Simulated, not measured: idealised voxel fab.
Herein follows the process module entitled voxel ribs on slabs.
Cross-section cut spans 235 nm and uses square cells 5 nm in size.
How to read a cross-section here: the picture is a grid of square cells, written as bands going from the top down, and any band can span one or more rows of cells.
Per band: top height and bottom height in nm, followed by the left-to-right materials and their widths in nm; "all across" marks a single material spanning edge to edge, "air" marks empty space.
Note: height 0 marks the level under which the wafer is uniformly one material as received. Lowest band unbounded below, written "0 nm and below".
A width such as "30->40" changes by the same amount from each row of cells to the next, from the band's top row to its bottom row.
Any step labelled "all unchanged" changed none of the cells in the cross-section.
Reported under the label "Closed void table" are the empty spaces having no open way to the top and comprising 8 cells or more; the notation for each is width x height at distance, in which the distance is measured from the left edge and all three values are in nm.
Step line, after settings: the simulator's comment on this step.
Each step line may optionally specify "overlay nm", which for a step with a mask gives the rightward distance between the mask's planned place and where it lay, a negative value indicating the leftward direction.
-- Planned process steps
step 1: RECEIVE (material Si)
step 2: DIRECTIONAL_DEP (material SiO2; thk nm 30)
step 3: DIRECTIONAL_DEP (material SiN; thk nm 20)
step 4: PATTERN (tone cover; mask id RIB; material resist; width nm 25; thk nm 20; overlay nm 0)
step 5: DIRECTIONAL_ETCH (etch materials SiN; depth nm 15)
step 6: STRIP (etch materials resist)
step 7: DIRECTIONAL_DEP (material aC; thk nm 15)
step 8: PATTERN (tone cover; mask id SLAB; material resist; width nm 65; thk nm 35; overlay nm 0)
step 9: DIRECTIONAL_ETCH (etch materials aC; depth nm 15)
step 10: STRIP (etch materials resist)
step 11: DIRECTIONAL_ETCH (etch materials SiN; depth nm 5)
step 12: STRIP (etch materials aC)
step 13: FILL_DEP (material SiO2; thk nm 25)
step 14: CMP (height nm 65)
step 15: DIRECTIONAL_DEP (material W; thk nm 5)
step 16: MASKED_ETCH (tone cover; mask id HEATER; width nm 35; etch materials W; depth nm 5; overlay nm 0)
step 17: CONFORMAL_DEP (material SiO2; thk nm 5)
-- Wafer, first of two, run as planned
-- Cross-section of the incoming wafer, state after step 1
	0 nm and below | Si all across
	Closed void table: none
-- Cross-section through the wafer, step 2 finished
	30 nm to 0 nm | SiO2 all across
	Under the height 0 nothing was changed.
-- Cross-section through the wafer, step 3 finished
	50 nm to 30 nm | SiN all across
	Under the height 30 nothing was changed.
-- Cross-section through the wafer, step 4 finished
	70 nm to 50 nm | air: 105; resist: 25; air: 105
	Under the height 50 nothing was changed.
-- Cross-section through the wafer, step 5 finished
	70 nm to 50 nm | air: 105; resist: 25; air: 105
	50 nm to 35 nm | air: 105; SiN: 25; air: 105
	Under the height 35 nothing was changed.
-- Cross-section through the wafer, step 6 finished
	50 nm to 35 nm | air: 105; SiN: 25; air: 105
	Under the height 35 nothing was changed.
-- Cross-section through the wafer, step 7 finished
	65 nm to 50 nm | air: 105; aC: 25; air: 105
	50 nm to 35 nm | aC: 105; SiN: 25; aC: 105
	Under the height 35 nothing was changed.
-- Cross-section through the wafer, step 8 finished
	100 nm to 65 nm | air: 85; resist: 65; air: 85
	65 nm to 50 nm | air: 85; resist: 20; aC: 25; resist: 20; air: 85
	Under the height 50 nothing was changed.
-- Cross-section through the wafer, step 9 finished
	85 nm to 65 nm | air: 85; resist: 65; air: 85
	65 nm to 50 nm | air: 85; resist: 20; aC: 25; resist: 20; air: 85
	50 nm to 35 nm | air: 85; aC: 20; SiN: 25; aC: 20; air: 85
	Under the height 35 nothing was changed.
-- Cross-section through the wafer, step 10 finished
	65 nm to 50 nm | air: 105; aC: 25; air: 105
	Under the height 50 nothing was changed.
-- Cross-section through the wafer, step 11 finished
	65 nm to 50 nm | air: 105; aC: 25; air: 105
	50 nm to 35 nm | air: 85; aC: 20; SiN: 25; aC: 20; air: 85
	35 nm to 30 nm | air: 85; SiN: 65; air: 85
	Under the height 30 nothing was changed.
-- Cross-section through the wafer, step 12 finished
	50 nm to 35 nm | air: 105; SiN: 25; air: 105
	Under the height 35 nothing was changed.
-- Cross-section through the wafer, step 13 finished
	75 nm to 50 nm | SiO2 all across
	50 nm to 35 nm | SiO2: 105; SiN: 25; SiO2: 105
	35 nm to 30 nm | SiO2: 85; SiN: 65; SiO2: 85
	Under the height 30 nothing was changed.
-- Cross-section through the wafer, step 14 finished
	65 nm to 50 nm | SiO2 all across
	Under the height 50 nothing was changed.
-- Cross-section through the wafer, step 15 finished
	70 nm to 65 nm | W all across
	Under the height 65 nothing was changed.
-- Cross-section through the wafer, step 16 finished
	70 nm to 65 nm | air: 100; W: 35; air: 100
	Under the height 65 nothing was changed.
-- Cross-section through the wafer, step 17 finished
	75 nm to 70 nm | air: 95; SiO2: 45; air: 95
	70 nm to 65 nm | SiO2: 100; W: 35; SiO2: 100
	Under the height 65 nothing was changed.
-- For the second wafer, take the first wafer's start and plan, then add one mistake made in running it; everything through step 15, that step included, is shared with the first
-- Second wafer shown in cross-section at the time step 16 was slated to end
	70 nm to 65 nm | air: 105; W: 25; air: 105
	Under the height 65 nothing was changed.
-- Second wafer shown in cross-section at the time step 17 was slated to end
	75 nm to 70 nm | air: 100; SiO2: 35; air: 100
	70 nm to 65 nm | SiO2: 105; W: 25; SiO2: 105
	Under the height 65 nothing was changed.
Misprocessing identified: step 16 ran differently from the plan; actual operation with settings: MASKED_ETCH (tone cover; mask id HEATER; width nm 25; etch materials W; depth nm 5; overlay nm 0)
Counted in cells at the end, the second wafer holds more or fewer of these materials than the first: 2 fewer of W
